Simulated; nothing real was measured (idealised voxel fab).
This section sets out a process module, namely voxel air gaps.
The cross-section shown here is cut; it is 300 nm wide and divided into square cells measuring 5 nm on a side.
A cross-section is a grid of square cells, given in bands from the top down. A band is one or more rows of cells. Within each band entry, the heights of the top and of the bottom of the band appear first, in that order and in nm; the materials of the band then follow from left to right, each with its corresponding width in nm. The designation "all across" on a single material indicates that it fills the band from edge to edge; the designation "empty" indicates empty space. It should be noted that heights are counted from 0, beneath which the wafer as supplied is of one material throughout, and that the lowest band possesses no lower boundary but continues downward, as written in "from 0 down". Per-row width for "30->40": begins at first number (top row of band), ends at second number (bottom row), increment between rows held constant. "remained unchanged" (step): cross-section cells unchanged, all of them. Closed-off voids of 8+ cells (no open route to the top) go in "Closed void listing", written width x height at distance from the left edge, in nm. On a step's line, text after the settings is the simulator commenting on that step. "overlay nm" denotes, for a step that has a mask, the displacement of the mask to the right of its planned place, with negative values corresponding to the left.

Planned step list for the process
step 1: RECEIVE with material Si
step 2: CONFORMAL_DEP with material SiO2, thk nm 10
step 3: CONFORMAL_DEP with material SiN, thk nm 5
step 4: DIRECTIONAL_DEP with material lowk, thk nm 40
step 5: MASKED_ETCH with tone open, mask id LINES, width nm 15, pitch nm 45, etch materials lowk, depth nm 40, overlay nm 0
step 6: CONFORMAL_DEP with material TiN, thk nm 5
step 7: FILL_DEP with material Ru, thk nm 10
step 8: CMP with height nm 55
step 9: EPI with material Ru, thk nm 10
step 10: SELECTIVE_ETCH with etch materials lowk, depth nm 50
step 11: CONFORMAL_DEP with material SiN, thk nm 5

Run as planned: first of two wafers

Incoming wafer, cross-sectional view, post step 1
	from 0 down  Si all across
	Closed void listing: none

Step 2 done - wafer cross-section
	from 10 to 0  SiO2 all across
	Under 0: no change, same as before.

Step 3 done - wafer cross-section
	from 15 to 10  SiN all across
	Under 10: no change, same as before.

Step 4 done - wafer cross-section
	from 55 to 15  lowk all across
	Under 15: no change, same as before.

Step 5 done - wafer cross-section
	from 55 to 15  lowk=95 / empty=15 / lowk=30 / empty=15 / lowk=30 / empty=15 / lowk=100
	Under 15: no change, same as before.

Step 6 done - wafer cross-section
	from 60 to 55  TiN=100 / empty=5 / TiN=40 / empty=5 / TiN=40 / empty=5 / TiN=105
	from 55 to 20  lowk=95 / TiN=5 / empty=5 / TiN=5 / lowk=30 / TiN=5 / empty=5 / TiN=5 / lowk=30 / TiN=5 / empty=5 / TiN=5 / lowk=100
	from 20 to 15  lowk=95 / TiN=15 / lowk=30 / TiN=15 / lowk=30 / TiN=15 / lowk=100
	Under 15: no change, same as before.

Step 7 done - wafer cross-section
	from 70 to 60  Ru all across
	from 60 to 55  TiN=100 / Ru=5 / TiN=40 / Ru=5 / TiN=40 / Ru=5 / TiN=105
	from 55 to 20  lowk=95 / TiN=5 / Ru=5 / TiN=5 / lowk=30 / TiN=5 / Ru=5 / TiN=5 / lowk=30 / TiN=5 / Ru=5 / TiN=5 / lowk=100
	Under 20: no change, same as before.

Step 8 done - wafer cross-section
	from 55 to 20  lowk=95 / TiN=5 / Ru=5 / TiN=5 / lowk=30 / TiN=5 / Ru=5 / TiN=5 / lowk=30 / TiN=5 / Ru=5 / TiN=5 / lowk=100
	Under 20: no change, same as before.

Step 9 done - wafer cross-section
	from 65 to 55  empty=85 / Ru=35 / empty=10 / Ru=35 / empty=10 / Ru=35 / empty=90
	Under 55: no change, same as before.

Step 10 done - wafer cross-section
	from 65 to 55  empty=85 / Ru=35 / empty=10 / Ru=35 / empty=10 / Ru=35 / empty=90
	from 55 to 20  empty=95 / TiN=5 / Ru=5 / TiN=5 / empty=30 / TiN=5 / Ru=5 / TiN=5 / empty=30 / TiN=5 / Ru=5 / TiN=5 / empty=100
	from 20 to 15  empty=95 / TiN=15 / empty=30 / TiN=15 / empty=30 / TiN=15 / empty=100
	Under 15: no change, same as before.

Step 11 done - wafer cross-section
	from 70 to 65  empty=80 / SiN=135 / empty=85
	from 65 to 55  empty=80 / SiN=5 / Ru=35 / SiN=10 / Ru=35 / SiN=10 / Ru=35 / SiN=5 / empty=85
	from 55 to 50  empty=80 / SiN=15 / TiN=5 / Ru=5 / TiN=5 / SiN=30 / TiN=5 / Ru=5 / TiN=5 / SiN=30 / TiN=5 / Ru=5 / TiN=5 / SiN=15 / empty=85
	from 50 to 20  empty=90 / SiN=5 / TiN=5 / Ru=5 / TiN=5 / SiN=5 / empty=20 / SiN=5 / TiN=5 / Ru=5 / TiN=5 / SiN=5 / empty=20 / SiN=5 / TiN=5 / Ru=5 / TiN=5 / SiN=5 / empty=95
	from 20 to 15  SiN=95 / TiN=15 / SiN=30 / TiN=15 / SiN=30 / TiN=15 / SiN=100
	Under 15: no change, same as before.
	Closed void listing: 20 x 30 at 115; 20 x 30 at 160

Wafer two. Same start, same plan, one slip in execution. Same as wafer one through step 1, inclusive

Second wafer, cross-section, planned end of step 2
	from 10 to 0  TiN all across
	Under 0: no change, same as before.

Second wafer, cross-section, planned end of step 3
	from 15 to 10  SiN all across
	Under 10: no change, same as before.

Second wafer, cross-section, planned end of step 4
	from 55 to 15  lowk all across
	Under 15: no change, same as before.

Second wafer, cross-section, planned end of step 5
	from 55 to 15  lowk=95 / empty=15 / lowk=30 / empty=15 / lowk=30 / empty=15 / lowk=100
	Under 15: no change, same as before.

Second wafer, cross-section, planned end of step 6
	from 60 to 55  TiN=100 / empty=5 / TiN=40 / empty=5 / TiN=40 / empty=5 / TiN=105
	from 55 to 20  lowk=95 / TiN=5 / empty=5 / TiN=5 / lowk=30 / TiN=5 / empty=5 / TiN=5 / lowk=30 / TiN=5 / empty=5 / TiN=5 / lowk=100
	from 20 to 15  lowk=95 / TiN=15 / lowk=30 / TiN=15 / lowk=30 / TiN=15 / lowk=100
	Under 15: no change, same as before.

Second wafer, cross-section, planned end of step 7
	from 70 to 60  Ru all across
	from 60 to 55  TiN=100 / Ru=5 / TiN=40 / Ru=5 / TiN=40 / Ru=5 / TiN=105
	from 55 to 20  lowk=95 / TiN=5 / Ru=5 / TiN=5 / lowk=30 / TiN=5 / Ru=5 / TiN=5 / lowk=30 / TiN=5 / Ru=5 / TiN=5 / lowk=100
	Under 20: no change, same as before.

Second wafer, cross-section, planned end of step 8
	from 55 to 20  lowk=95 / TiN=5 / Ru=5 / TiN=5 / lowk=30 / TiN=5 / Ru=5 / TiN=5 / lowk=30 / TiN=5 / Ru=5 / TiN=5 / lowk=100
	Under 20: no change, same as before.

Second wafer, cross-section, planned end of step 9
	from 65 to 55  empty=85 / Ru=35 / empty=10 / Ru=35 / empty=10 / Ru=35 / empty=90
	Under 55: no change, same as before.

Second wafer, cross-section, planned end of step 10
	from 65 to 55  empty=85 / Ru=35 / empty=10 / Ru=35 / empty=10 / Ru=35 / empty=90
	from 55 to 20  empty=95 / TiN=5 / Ru=5 / TiN=5 / empty=30 / TiN=5 / Ru=5 / TiN=5 / empty=30 / TiN=5 / Ru=5 / TiN=5 / empty=100
	from 20 to 15  empty=95 / TiN=15 / empty=30 / TiN=15 / empty=30 / TiN=15 / empty=100
	Under 15: no change, same as before.

Second wafer, cross-section, planned end of step 11
	from 70 to 65  empty=80 / SiN=135 / empty=85
	from 65 to 55  empty=80 / SiN=5 / Ru=35 / SiN=10 / Ru=35 / SiN=10 / Ru=35 / SiN=5 / empty=85
	from 55 to 50  empty=80 / SiN=15 / TiN=5 / Ru=5 / TiN=5 / SiN=30 / TiN=5 / Ru=5 / TiN=5 / SiN=30 / TiN=5 / Ru=5 / TiN=5 / SiN=15 / empty=85
	from 50 to 20  empty=90 / SiN=5 / TiN=5 / Ru=5 / TiN=5 / SiN=5 / empty=20 / SiN=5 / TiN=5 / Ru=5 / TiN=5 / SiN=5 / empty=20 / SiN=5 / TiN=5 / Ru=5 / TiN=5 / SiN=5 / empty=95
	from 20 to 15  SiN=95 / TiN=15 / SiN=30 / TiN=15 / SiN=30 / TiN=15 / SiN=100
	Under 15: no change, same as before.
	Closed void listing: 20 x 30 at 115; 20 x 30 at 160
Here's what went sideways: it should be noted that step 2 was executed with settings other than those planned, the operation and settings actually applied being CONFORMAL_DEP with material TiN, thk nm 10
Final difference in cells, second wafer against first, listed per material as more or fewer: SiO2 -120 | TiN +120
